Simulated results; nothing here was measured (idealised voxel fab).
process module | voxel transistor to metal
cross-section cut | 170 nm wide | cells 5 nm
A cross-section is a grid of square cells, given in bands from the top down. A band is one or more rows of cells.
Each band's line starts with the height of the band's top and of its bottom, in nm. Then come its materials from left to right, each with its width in nm. One material with "throughout" fills the band from edge to edge. "air" is empty space.
Height 0 is the level under which the wafer as received is all one material. The lowest band goes on downwards, as in "0 down".
A width such as "30 to 40" changes by the same amount from each row of cells to the next, from the band's top row to its bottom row.
"no change" after a step means that no cell of the cross-section changed.
closed voids: empty space of 8 cells or more with no open way to the top, each as width x height at its distance from the left edge, in nm
after a step's settings: what the simulator itself notes on the step
overlay nm, on a step with a mask: how far to the right of its planned place the mask lay; to the left if negative
plan
1 op RECEIVE | material Si
2 op OXIDIZE | depth nm 5
3 op CONFORMAL_DEP | material SiN | thk nm 10
4 op MASKED_ETCH | tone cover | mask id ACTIVE | width nm 125 | etch materials SiN | depth nm 10 | overlay nm 0
5 op MASKED_ETCH | tone cover | mask id ACTIVE | width nm 125 | etch materials SiO2 | depth nm 5 | overlay nm 0
6 op MASKED_ETCH | tone cover | mask id ACTIVE | width nm 125 | etch materials Si | depth nm 25 | overlay nm 0
7 op OXIDIZE | depth nm 5
8 op FILL_DEP | material SiO2 | thk nm 15
9 op CMP | height nm 10
10 op SELECTIVE_ETCH | etch materials SiO2 | depth nm 5
11 op STRIP | etch materials SiN
12 op SELECTIVE_ETCH | etch materials SiO2 | depth nm 5
13 op OXIDIZE | depth nm 5
14 op DIRECTIONAL_DEP | material polySi | thk nm 30
15 op DIRECTIONAL_DEP | material SiCN | thk nm 10
16 op MASKED_ETCH | tone cover | mask id GATE | width nm 25 | etch materials SiCN | depth nm 20 | overlay nm 0
17 op MASKED_ETCH | tone cover | mask id GATE | width nm 25 | etch materials polySi | depth nm 40 | overlay nm 0
18 op CONFORMAL_DEP | material SiO2 | thk nm 5
19 op DIRECTIONAL_ETCH | etch materials SiO2 | depth nm 5
20 op CONFORMAL_DEP | material SiN | thk nm 10
21 op DIRECTIONAL_ETCH | etch materials SiN | depth nm 10
22 op DIRECTIONAL_ETCH | etch materials SiO2 | depth nm 5
23 op DIRECTIONAL_ETCH | etch materials Si | depth nm 10
24 op EPI | material pSi | thk nm 15
25 op FILL_DEP | material SiO2 | thk nm 5
26 op CMP | height nm 35
27 op DIRECTIONAL_DEP | material SiO2 | thk nm 10
28 op PATTERN | tone open | mask id CONTACT | material resist | width nm 35 | pitch nm 70 | thk nm 20 | overlay nm 0
29 op DIRECTIONAL_ETCH | etch materials SiO2 | depth nm 40
30 op STRIP | etch materials resist
31 op CONFORMAL_DEP | material TiN | thk nm 5
32 op FILL_DEP | material W | thk nm 10
33 op CMP | height nm 45
34 op CONFORMAL_DEP | material SiN | thk nm 5
35 op DIRECTIONAL_DEP | material lowk | thk nm 25
36 op DIRECTIONAL_DEP | material aC | thk nm 15
37 op PATTERN | tone open | mask id METAL_1 | material resist | width nm 20 | pitch nm 85 | thk nm 30 | overlay nm 0
38 op DIRECTIONAL_ETCH | etch materials aC | depth nm 15
39 op STRIP | etch materials resist
40 op DIRECTIONAL_ETCH | etch materials lowk | depth nm 25
41 op DIRECTIONAL_ETCH | etch materials SiN | depth nm 5
42 op STRIP | etch materials aC
43 op CONFORMAL_DEP | material TiN | thk nm 5
44 op FILL_DEP | material Ru | thk nm 5
45 op CMP | height nm 75
46 op CONFORMAL_DEP | material SiCN | thk nm 5
47 op DIRECTIONAL_DEP | material lowk | thk nm 25
48 op MASKED_ETCH | tone open | mask id METAL_2 | width nm 20 | pitch nm 85 | etch materials lowk | depth nm 15 | overlay nm 0
49 op MASKED_ETCH | tone open | mask id METAL_2_HOLES | width nm 15 | pitch nm 85 | etch materials lowk | depth nm 10 | overlay nm 0
50 op MASKED_ETCH | tone open | mask id METAL_2_HOLES | width nm 15 | pitch nm 85 | etch materials SiCN | depth nm 5 | overlay nm 0
51 op CONFORMAL_DEP | material TiN | thk nm 5
52 op FILL_DEP | material Cu | thk nm 10
53 op CMP | height nm 105
54 op CONFORMAL_DEP | material SiCN | thk nm 5
first wafer, as planned
as received, after step 1
  0 down: Si throughout
  closed voids: none
after step 2
  0 to -5: SiO2 throughout
  below -5: unchanged
after step 3
  10 to 0: SiN throughout
  below 0: unchanged
after step 4
  10 to 0: air 20 | SiN 125 | air 25
  below 0: unchanged
after step 5
  10 to 0: air 20 | SiN 125 | air 25
  0 to -5: air 20 | SiO2 125 | air 25
  below -5: unchanged
after step 6
  10 to 0: air 20 | SiN 125 | air 25
  0 to -5: air 20 | SiO2 125 | air 25
  -5 to -30: air 20 | Si 125 | air 25
  below -30: unchanged
after step 7
  10 to 0: air 20 | SiN 125 | air 25
  0 to -5: air 20 | SiO2 125 | air 25
  -5 to -30: air 20 | SiO2 5 | Si 115 | SiO2 5 | air 25
  -30 to -35: SiO2 25 | Si 115 | SiO2 30
  below -35: unchanged
after step 8
  25 to 10: SiO2 throughout
  10 to 0: SiO2 20 | SiN 125 | SiO2 25
  0 to -5: SiO2 throughout
  -5 to -35: SiO2 25 | Si 115 | SiO2 30
  below -35: unchanged
after step 9
  10 to 0: SiO2 20 | SiN 125 | SiO2 25
  below 0: unchanged
after step 10
  10 to 5: air 20 | SiN 125 | air 25
  below 5: unchanged
after step 11
  5 to 0: SiO2 20 | air 125 | SiO2 25
  below 0: unchanged
after step 12
  0 to -5: SiO2 15 | air 135 | SiO2 20
  below -5: unchanged
after step 13
  0 to -5: SiO2 15 | air 135 | SiO2 20
  -5 to -10: SiO2 throughout
  below -10: unchanged
after step 14
  30 to 25: polySi 15 | air 135 | polySi 20
  25 to 0: polySi throughout
  0 to -5: SiO2 15 | polySi 135 | SiO2 20
  below -5: unchanged
after step 15
  40 to 35: SiCN 15 | air 135 | SiCN 20
  35 to 30: SiCN throughout
  30 to 25: polySi 15 | SiCN 135 | polySi 20
  below 25: unchanged
after step 16
  35 to 30: air 70 | SiCN 25 | air 75
  30 to 25: polySi 15 | air 55 | SiCN 25 | air 55 | polySi 20
  below 25: unchanged
after step 17
  35 to 25: air 70 | SiCN 25 | air 75
  25 to 0: air 70 | polySi 25 | air 75
  0 to -5: SiO2 15 | air 55 | polySi 25 | air 55 | SiO2 20
  below -5: unchanged
after step 18
  40 to 35: air 65 | SiO2 35 | air 70
  35 to 25: air 65 | SiO2 5 | SiCN 25 | SiO2 5 | air 70
  25 to 5: air 65 | SiO2 5 | polySi 25 | SiO2 5 | air 70
  5 to 0: SiO2 20 | air 45 | SiO2 5 | polySi 25 | SiO2 5 | air 45 | SiO2 25
  0 to -5: SiO2 70 | polySi 25 | SiO2 75
  below -5: unchanged
after step 19
  35 to 25: air 65 | SiO2 5 | SiCN 25 | SiO2 5 | air 70
  25 to 0: air 65 | SiO2 5 | polySi 25 | SiO2 5 | air 70
  0 to -5: SiO2 20 | air 45 | SiO2 5 | polySi 25 | SiO2 5 | air 45 | SiO2 25
  below -5: unchanged
after step 20
  45 to 35: air 55 | SiN 55 | air 60
  35 to 25: air 55 | SiN 10 | SiO2 5 | SiCN 25 | SiO2 5 | SiN 10 | air 60
  25 to 10: air 55 | SiN 10 | SiO2 5 | polySi 25 | SiO2 5 | SiN 10 | air 60
  10 to 5: SiN 30 | air 25 | SiN 10 | SiO2 5 | polySi 25 | SiO2 5 | SiN 10 | air 25 | SiN 35
  5 to 0: SiN 65 | SiO2 5 | polySi 25 | SiO2 5 | SiN 70
  0 to -5: SiO2 20 | SiN 45 | SiO2 5 | polySi 25 | SiO2 5 | SiN 45 | SiO2 25
  below -5: unchanged
after step 21
  35 to 25: air 55 | SiN 10 | SiO2 5 | SiCN 25 | SiO2 5 | SiN 10 | air 60
  25 to 0: air 55 | SiN 10 | SiO2 5 | polySi 25 | SiO2 5 | SiN 10 | air 60
  0 to -5: SiO2 20 | SiN 10 | air 25 | SiN 10 | SiO2 5 | polySi 25 | SiO2 5 | SiN 10 | air 25 | SiN 10 | SiO2 25
  below -5: unchanged
after step 22
  35 to 30: air 55 | SiN 10 | air 5 | SiCN 25 | air 5 | SiN 10 | air 60
  30 to 25: air 55 | SiN 10 | SiO2 5 | SiCN 25 | SiO2 5 | SiN 10 | air 60
  25 to 0: air 55 | SiN 10 | SiO2 5 | polySi 25 | SiO2 5 | SiN 10 | air 60
  0 to -5: air 20 | SiN 10 | air 25 | SiN 10 | SiO2 5 | polySi 25 | SiO2 5 | SiN 10 | air 25 | SiN 10 | air 25
  -5 to -10: SiO2 30 | air 25 | SiO2 55 | air 25 | SiO2 35
  below -10: unchanged
after step 23
  35 to 30: air 55 | SiN 10 | air 5 | SiCN 25 | air 5 | SiN 10 | air 60
  30 to 25: air 55 | SiN 10 | SiO2 5 | SiCN 25 | SiO2 5 | SiN 10 | air 60
  25 to 0: air 55 | SiN 10 | SiO2 5 | polySi 25 | SiO2 5 | SiN 10 | air 60
  0 to -5: air 20 | SiN 10 | air 25 | SiN 10 | SiO2 5 | polySi 25 | SiO2 5 | SiN 10 | air 25 | SiN 10 | air 25
  -5 to -10: SiO2 30 | air 25 | SiO2 55 | air 25 | SiO2 35
  -10 to -20: SiO2 25 | Si 5 | air 25 | Si 55 | air 25 | Si 5 | SiO2 30
  below -20: unchanged
after step 24
  35 to 30: air 55 | SiN 10 | air 5 | SiCN 25 | air 5 | SiN 10 | air 60
  30 to 25: air 55 | SiN 10 | SiO2 5 | SiCN 25 | SiO2 5 | SiN 10 | air 60
  25 to 5: air 55 | SiN 10 | SiO2 5 | polySi 25 | SiO2 5 | SiN 10 | air 60
  5 to 0: air 25 | pSi 30 | SiN 10 | SiO2 5 | polySi 25 | SiO2 5 | SiN 10 | pSi 30 | air 30
  0 to -5: air 20 | SiN 10 | pSi 25 | SiN 10 | SiO2 5 | polySi 25 | SiO2 5 | SiN 10 | pSi 25 | SiN 10 | air 25
  -5 to -10: SiO2 30 | pSi 25 | SiO2 55 | pSi 25 | SiO2 35
  -10 to -20: SiO2 25 | Si 5 | pSi 25 | Si 55 | pSi 25 | Si 5 | SiO2 30
  below -20: unchanged
after step 25
  40 to 35: SiO2 throughout
  35 to 25: SiO2 55 | SiN 10 | SiO2 5 | SiCN 25 | SiO2 5 | SiN 10 | SiO2 60
  25 to 5: SiO2 55 | SiN 10 | SiO2 5 | polySi 25 | SiO2 5 | SiN 10 | SiO2 60
  5 to 0: SiO2 25 | pSi 30 | SiN 10 | SiO2 5 | polySi 25 | SiO2 5 | SiN 10 | pSi 30 | SiO2 30
  0 to -5: SiO2 20 | SiN 10 | pSi 25 | SiN 10 | SiO2 5 | polySi 25 | SiO2 5 | SiN 10 | pSi 25 | SiN 10 | SiO2 25
  below -5: unchanged
after step 26
  35 to 25: SiO2 55 | SiN 10 | SiO2 5 | SiCN 25 | SiO2 5 | SiN 10 | SiO2 60
  below 25: unchanged
after step 27
  45 to 35: SiO2 throughout
  below 35: unchanged
after step 28
  65 to 45: resist 30 | air 35 | resist 35 | air 35 | resist 35
  below 45: unchanged
after step 29
  65 to 45: resist 30 | air 35 | resist 35 | air 35 | resist 35
  45 to 35: SiO2 30 | air 35 | SiO2 35 | air 35 | SiO2 35
  35 to 25: SiO2 30 | air 25 | SiN 10 | SiO2 5 | SiCN 25 | SiO2 5 | SiN 10 | air 25 | SiO2 35
  25 to 5: SiO2 30 | air 25 | SiN 10 | SiO2 5 | polySi 25 | SiO2 5 | SiN 10 | air 25 | SiO2 35
  below 5: unchanged
after step 30
  45 to 35: SiO2 30 | air 35 | SiO2 35 | air 35 | SiO2 35
  below 35: unchanged
after step 31
  50 to 45: TiN 35 | air 25 | TiN 45 | air 25 | TiN 40
  45 to 35: SiO2 30 | TiN 5 | air 25 to 15 | TiN 5 to 15 | SiO2 35 | TiN 5 to 15 | air 25 to 15 | TiN 5 | SiO2 35
  35 to 25: SiO2 30 | TiN 5 | air 15 | TiN 5 | SiN 10 | SiO2 5 | SiCN 25 | SiO2 5 | SiN 10 | TiN 5 | air 15 | TiN 5 | SiO2 35
  25 to 10: SiO2 30 | TiN 5 | air 15 | TiN 5 | SiN 10 | SiO2 5 | polySi 25 | SiO2 5 | SiN 10 | TiN 5 | air 15 | TiN 5 | SiO2 35
  10 to 5: SiO2 30 | TiN 25 | SiN 10 | SiO2 5 | polySi 25 | SiO2 5 | SiN 10 | TiN 25 | SiO2 35
  below 5: unchanged
after step 32
  60 to 50: W throughout
  50 to 45: TiN 35 | W 25 | TiN 45 | W 25 | TiN 40
  45 to 35: SiO2 30 | TiN 5 | W 25 to 15 | TiN 5 to 15 | SiO2 35 | TiN 5 to 15 | W 25 to 15 | TiN 5 | SiO2 35
  35 to 25: SiO2 30 | TiN 5 | W 15 | TiN 5 | SiN 10 | SiO2 5 | SiCN 25 | SiO2 5 | SiN 10 | TiN 5 | W 15 | TiN 5 | SiO2 35
  25 to 10: SiO2 30 | TiN 5 | W 15 | TiN 5 | SiN 10 | SiO2 5 | polySi 25 | SiO2 5 | SiN 10 | TiN 5 | W 15 | TiN 5 | SiO2 35
  below 10: unchanged
after step 33
  45 to 35: SiO2 30 | TiN 5 | W 25 to 15 | TiN 5 to 15 | SiO2 35 | TiN 5 to 15 | W 25 to 15 | TiN 5 | SiO2 35
  below 35: unchanged
after step 34
  50 to 45: SiN throughout
  below 45: unchanged
after step 35
  75 to 50: lowk throughout
  below 50: unchanged
after step 36
  90 to 75: aC throughout
  below 75: unchanged
after step 37
  120 to 90: resist 30 | air 20 | resist 65 | air 20 | resist 35
  below 90: unchanged
after step 38
  105 to 90: resist 30 | air 20 | resist 65 | air 20 | resist 35
  90 to 75: aC 30 | air 20 | aC 65 | air 20 | aC 35
  below 75: unchanged
after step 39
  90 to 75: aC 30 | air 20 | aC 65 | air 20 | aC 35
  below 75: unchanged
after step 40
  90 to 75: aC 30 | air 20 | aC 65 | air 20 | aC 35
  75 to 50: lowk 30 | air 20 | lowk 65 | air 20 | lowk 35
  below 50: unchanged
after step 41
  90 to 75: aC 30 | air 20 | aC 65 | air 20 | aC 35
  75 to 50: lowk 30 | air 20 | lowk 65 | air 20 | lowk 35
  50 to 45: SiN 30 | air 20 | SiN 65 | air 20 | SiN 35
  below 45: unchanged
after step 42
  75 to 50: lowk 30 | air 20 | lowk 65 | air 20 | lowk 35
  below 50: unchanged
after step 43
  80 to 75: TiN 35 | air 10 | TiN 75 | air 10 | TiN 40
  75 to 50: lowk 30 | TiN 5 | air 10 | TiN 5 | lowk 65 | TiN 5 | air 10 | TiN 5 | lowk 35
  50 to 45: SiN 30 | TiN 20 | SiN 65 | TiN 20 | SiN 35
  below 45: unchanged
after step 44
  85 to 80: Ru throughout
  80 to 75: TiN 35 | Ru 10 | TiN 75 | Ru 10 | TiN 40
  75 to 50: lowk 30 | TiN 5 | Ru 10 | TiN 5 | lowk 65 | TiN 5 | Ru 10 | TiN 5 | lowk 35
  below 50: unchanged
after step 45
  75 to 50: lowk 30 | TiN 5 | Ru 10 | TiN 5 | lowk 65 | TiN 5 | Ru 10 | TiN 5 | lowk 35
  below 50: unchanged
after step 46
  80 to 75: SiCN throughout
  below 75: unchanged
after step 47
  105 to 80: lowk throughout
  below 80: unchanged
after step 48
  105 to 90: lowk 30 | air 20 | lowk 65 | air 20 | lowk 35
  below 90: unchanged
after step 49
  105 to 90: lowk 30 | air 20 | lowk 65 | air 20 | lowk 35
  90 to 80: lowk 30 | air 15 | lowk 70 | air 15 | lowk 40
  below 80: unchanged
after step 50
  105 to 90: lowk 30 | air 20 | lowk 65 | air 20 | lowk 35
  90 to 80: lowk 30 | air 15 | lowk 70 | air 15 | lowk 40
  80 to 75: SiCN 30 | air 15 | SiCN 70 | air 15 | SiCN 40
  below 75: unchanged
after step 51
  110 to 105: TiN 35 | air 10 | TiN 75 | air 10 | TiN 40
  105 to 95: lowk 30 | TiN 5 | air 10 | TiN 5 | lowk 65 | TiN 5 | air 10 | TiN 5 | lowk 35
  95 to 90: lowk 30 | TiN 5 | air 5 | TiN 10 | lowk 65 | TiN 5 | air 5 | TiN 10 | lowk 35
  90 to 80: lowk 30 | TiN 5 | air 5 | TiN 5 | lowk 70 | TiN 5 | air 5 | TiN 5 | lowk 40
  80 to 75: SiCN 30 | TiN 15 | SiCN 70 | TiN 15 | SiCN 40
  below 75: unchanged
after step 52
  120 to 110: Cu throughout
  110 to 105: TiN 35 | Cu 10 | TiN 75 | Cu 10 | TiN 40
  105 to 95: lowk 30 | TiN 5 | Cu 10 | TiN 5 | lowk 65 | TiN 5 | Cu 10 | TiN 5 | lowk 35
  95 to 90: lowk 30 | TiN 5 | Cu 5 | TiN 10 | lowk 65 | TiN 5 | Cu 5 | TiN 10 | lowk 35
  90 to 80: lowk 30 | TiN 5 | Cu 5 | TiN 5 | lowk 70 | TiN 5 | Cu 5 | TiN 5 | lowk 40
  below 80: unchanged
after step 53
  105 to 95: lowk 30 | TiN 5 | Cu 10 | TiN 5 | lowk 65 | TiN 5 | Cu 10 | TiN 5 | lowk 35
  below 95: unchanged
after step 54
  110 to 105: SiCN throughout
  below 105: unchanged
second wafer: like start, like plan, one mistake. Through step 26 it matches the first wafer
when step 27 should have ended
  45 to 35: lowk throughout
  below 35: unchanged
when step 28 should have ended
  65 to 45: resist 30 | air 35 | resist 35 | air 35 | resist 35
  below 45: unchanged
when step 29 should have ended: no change
when step 30 should have ended
  45 to 35: lowk throughout
  below 35: unchanged
when step 31 should have ended
  50 to 45: TiN throughout
  below 45: unchanged
when step 32 should have ended
  60 to 50: W throughout
  below 50: unchanged
when step 33 should have ended
  45 to 35: lowk throughout
  below 35: unchanged
when step 34 should have ended
  50 to 45: SiN throughout
  below 45: unchanged
when step 35 should have ended
  75 to 50: lowk throughout
  below 50: unchanged
when step 36 should have ended
  90 to 75: aC throughout
  below 75: unchanged
when step 37 should have ended
  120 to 90: resist 30 | air 20 | resist 65 | air 20 | resist 35
  below 90: unchanged
when step 38 should have ended
  105 to 90: resist 30 | air 20 | resist 65 | air 20 | resist 35
  90 to 75: aC 30 | air 20 | aC 65 | air 20 | aC 35
  below 75: unchanged
when step 39 should have ended
  90 to 75: aC 30 | air 20 | aC 65 | air 20 | aC 35
  below 75: unchanged
when step 40 should have ended
  90 to 75: aC 30 | air 20 | aC 65 | air 20 | aC 35
  75 to 50: lowk 30 | air 20 | lowk 65 | air 20 | lowk 35
  below 50: unchanged
when step 41 should have ended
  90 to 75: aC 30 | air 20 | aC 65 | air 20 | aC 35
  75 to 50: lowk 30 | air 20 | lowk 65 | air 20 | lowk 35
  50 to 45: SiN 30 | air 20 | SiN 65 | air 20 | SiN 35
  below 45: unchanged
when step 42 should have ended
  75 to 50: lowk 30 | air 20 | lowk 65 | air 20 | lowk 35
  below 50: unchanged
when step 43 should have ended
  80 to 75: TiN 35 | air 10 | TiN 75 | air 10 | TiN 40
  75 to 50: lowk 30 | TiN 5 | air 10 | TiN 5 | lowk 65 | TiN 5 | air 10 | TiN 5 | lowk 35
  50 to 45: SiN 30 | TiN 20 | SiN 65 | TiN 20 | SiN 35
  below 45: unchanged
when step 44 should have ended
  85 to 80: Ru throughout
  80 to 75: TiN 35 | Ru 10 | TiN 75 | Ru 10 | TiN 40
  75 to 50: lowk 30 | TiN 5 | Ru 10 | TiN 5 | lowk 65 | TiN 5 | Ru 10 | TiN 5 | lowk 35
  below 50: unchanged
when step 45 should have ended
  75 to 50: lowk 30 | TiN 5 | Ru 10 | TiN 5 | lowk 65 | TiN 5 | Ru 10 | TiN 5 | lowk 35
  below 50: unchanged
when step 46 should have ended
  80 to 75: SiCN throughout
  below 75: unchanged
when step 47 should have ended
  105 to 80: lowk throughout
  below 80: unchanged
when step 48 should have ended
  105 to 90: lowk 30 | air 20 | lowk 65 | air 20 | lowk 35
  below 90: unchanged
when step 49 should have ended
  105 to 90: lowk 30 | air 20 | lowk 65 | air 20 | lowk 35
  90 to 80: lowk 30 | air 15 | lowk 70 | air 15 | lowk 40
  below 80: unchanged
when step 50 should have ended
  105 to 90: lowk 30 | air 20 | lowk 65 | air 20 | lowk 35
  90 to 80: lowk 30 | air 15 | lowk 70 | air 15 | lowk 40
  80 to 75: SiCN 30 | air 15 | SiCN 70 | air 15 | SiCN 40
  below 75: unchanged
when step 51 should have ended
  110 to 105: TiN 35 | air 10 | TiN 75 | air 10 | TiN 40
  105 to 95: lowk 30 | TiN 5 | air 10 | TiN 5 | lowk 65 | TiN 5 | air 10 | TiN 5 | lowk 35
  95 to 90: lowk 30 | TiN 5 | air 5 | TiN 10 | lowk 65 | TiN 5 | air 5 | TiN 10 | lowk 35
  90 to 80: lowk 30 | TiN 5 | air 5 | TiN 5 | lowk 70 | TiN 5 | air 5 | TiN 5 | lowk 40
  80 to 75: SiCN 30 | TiN 15 | SiCN 70 | TiN 15 | SiCN 40
  below 75: unchanged
when step 52 should have ended
  120 to 110: Cu throughout
  110 to 105: TiN 35 | Cu 10 | TiN 75 | Cu 10 | TiN 40
  105 to 95: lowk 30 | TiN 5 | Cu 10 | TiN 5 | lowk 65 | TiN 5 | Cu 10 | TiN 5 | lowk 35
  95 to 90: lowk 30 | TiN 5 | Cu 5 | TiN 10 | lowk 65 | TiN 5 | Cu 5 | TiN 10 | lowk 35
  90 to 80: lowk 30 | TiN 5 | Cu 5 | TiN 5 | lowk 70 | TiN 5 | Cu 5 | TiN 5 | lowk 40
  below 80: unchanged
when step 53 should have ended
  105 to 95: lowk 30 | TiN 5 | Cu 10 | TiN 5 | lowk 65 | TiN 5 | Cu 10 | TiN 5 | lowk 35
  below 95: unchanged
when step 54 should have ended
  110 to 105: SiCN throughout
  below 105: unchanged
what went wrong: step 27 ran as: op DIRECTIONAL_DEP | material lowk | thk nm 10
at the end the second wafer has, in cells: 20 more of SiO2 | 42 fewer of TiN | 46 fewer of W | 68 more of lowk
